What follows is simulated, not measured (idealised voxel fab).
Module name: voxel capacitor over wiring (process module)
Square cell edge 5 nm, section width 155 nm, ID cut.
Cross-section, as written here: a square-cell grid given band by band from the top down, where a band holds one or more rows of cells.
Top height, bottom height, nm. Materials left to right, width each, nm. Single material + "all across" = fills band edge to edge. "empty" = empty.
Height reference: 0 = level under which incoming wafer is all one material. Lowest band: no bottom, runs on downward, e.g. "from 0 down".
A width given as "30->40" starts at the first number in the band's top row and ends at the second number in its bottom row, shifting by an equal amount at every step from row to row.
When a step is marked "changes: none", none of the cells in the cross-section changed during that step.
Entry "Voids lacking openings" = empty spaces >= 8 cells with no open way to the top; each as width x height at distance, distance from left edge, all nm.
On a step's line, text after the settings is the simulator commenting on that step.
overlay nm: on a step with a mask, how far right of its planned place the mask lay; negative means left.

Process steps (planned):
| 1 | RECEIVE [material Si] |
| 2 | CONFORMAL_DEP [material SiO2] [thk nm 15] |
| 3 | CONFORMAL_DEP [material SiCN] [thk nm 5] |
| 4 | DIRECTIONAL_DEP [material SiO2] [thk nm 20] |
| 5 | DIRECTIONAL_DEP [material aC] [thk nm 10] |
| 6 | PATTERN [tone open] [mask id METAL_1] [material resist] [width nm 30] [pitch nm 85] [thk nm 30] [overlay nm 0] |
| 7 | DIRECTIONAL_ETCH [etch materials aC] [depth nm 10] |
| 8 | STRIP [etch materials resist] |
| 9 | DIRECTIONAL_ETCH [etch materials SiO2] [depth nm 20] |
| 10 | DIRECTIONAL_ETCH [etch materials SiCN] [depth nm 5] |
| 11 | STRIP [etch materials aC] |
| 12 | CONFORMAL_DEP [material TiN] [thk nm 5] |
| 13 | FILL_DEP [material Cu] [thk nm 10] |
| 14 | CMP [height nm 40] |
| 15 | EPI [material Ru] [thk nm 5] |
| 16 | FILL_DEP [material SiCN] [thk nm 5] |
| 17 | DIRECTIONAL_DEP [material lowk] [thk nm 20] |
| 18 | DIRECTIONAL_DEP [material aC] [thk nm 10] |
| 19 | PATTERN [tone open] [mask id PLUG_1] [material resist] [width nm 15] [thk nm 30] [overlay nm 0] |
| 20 | DIRECTIONAL_ETCH [etch materials aC] [depth nm 10] |
| 21 | STRIP [etch materials resist] |
| 22 | DIRECTIONAL_ETCH [etch materials lowk] [depth nm 20] |
| 23 | DIRECTIONAL_ETCH [etch materials SiCN] [depth nm 5] |
| 24 | STRIP [etch materials aC] |
| 25 | EPI [material Ru] [thk nm 10] |
| 26 | EPI [material Ru] [thk nm 10] |
| 27 | EPI [material Ru] [thk nm 5] |
| 28 | DIRECTIONAL_DEP [material TiN] [thk nm 5] |
| 29 | DIRECTIONAL_DEP [material HfO2] [thk nm 5] |
| 30 | DIRECTIONAL_DEP [material TiN] [thk nm 5] |
| 31 | PATTERN [tone cover] [mask id UPPER_PLATE] [material resist] [width nm 60] [thk nm 15] [overlay nm 0] |
| 32 | DIRECTIONAL_ETCH [etch materials TiN] [depth nm 5] |
| 33 | DIRECTIONAL_ETCH [etch materials HfO2] [depth nm 5] |
| 34 | STRIP [etch materials resist] |
| 35 | DIRECTIONAL_DEP [material aC] [thk nm 15] |
| 36 | PATTERN [tone cover] [mask id LOWER_PLATE] [material resist] [width nm 70] [thk nm 35] [overlay nm 0] |
| 37 | DIRECTIONAL_ETCH [etch materials aC] [depth nm 15] |
| 38 | STRIP [etch materials resist] |
| 39 | DIRECTIONAL_ETCH [etch materials TiN] [depth nm 5] |
| 40 | STRIP [etch materials aC] |
| 41 | FILL_DEP [material SiO2] [thk nm 15] |
| 42 | CMP [height nm 95] |
| 43 | MASKED_ETCH [tone open] [mask id PLUG_2] [width nm 15] [etch materials SiO2] [depth nm 10] [overlay nm 0] |
| 44 | CONFORMAL_DEP [material TiN] [thk nm 5] |
| 45 | FILL_DEP [material W] [thk nm 10] |
| 46 | CMP [height nm 95] |
| 47 | CONFORMAL_DEP [material SiCN] [thk nm 5] |

As received (post step 1): cross-section:
    from 0 down: Si all across
    Voids lacking openings: none

What the wafer looks like in cross-section after this module, when it starts as shown above and follows the plan above but one mistake is made in running it:
    from 100 to 95: SiCN all across
    from 95 to 90: SiO2 35 nm  HfO2 60 nm  SiO2 60 nm
    from 90 to 85: SiO2 30 nm  TiN 70 nm  SiO2 55 nm
    from 85 to 65: lowk 35 nm  Ru 15 nm  lowk 105 nm
    from 65 to 60: SiCN 35 nm  Ru 15 nm  SiCN 105 nm
    from 60 to 55: Ru all across
    from 55 to 45: Cu all across
    from 45 to 40: TiN 25 nm  Cu 20 nm  TiN 65 nm  Cu 20 nm  TiN 25 nm
    from 40 to 20: SiO2 20 nm  TiN 5 nm  Cu 20 nm  TiN 5 nm  SiO2 55 nm  TiN 5 nm  Cu 20 nm  TiN 5 nm  SiO2 20 nm
    from 20 to 15: SiCN 20 nm  TiN 30 nm  SiCN 55 nm  TiN 30 nm  SiCN 20 nm
    from 15 to 0: SiO2 all across
    from 0 down: Si all across
    Voids lacking openings: none
Which mistake was made when the wafer was run? skipped: plan step 14 (never run)
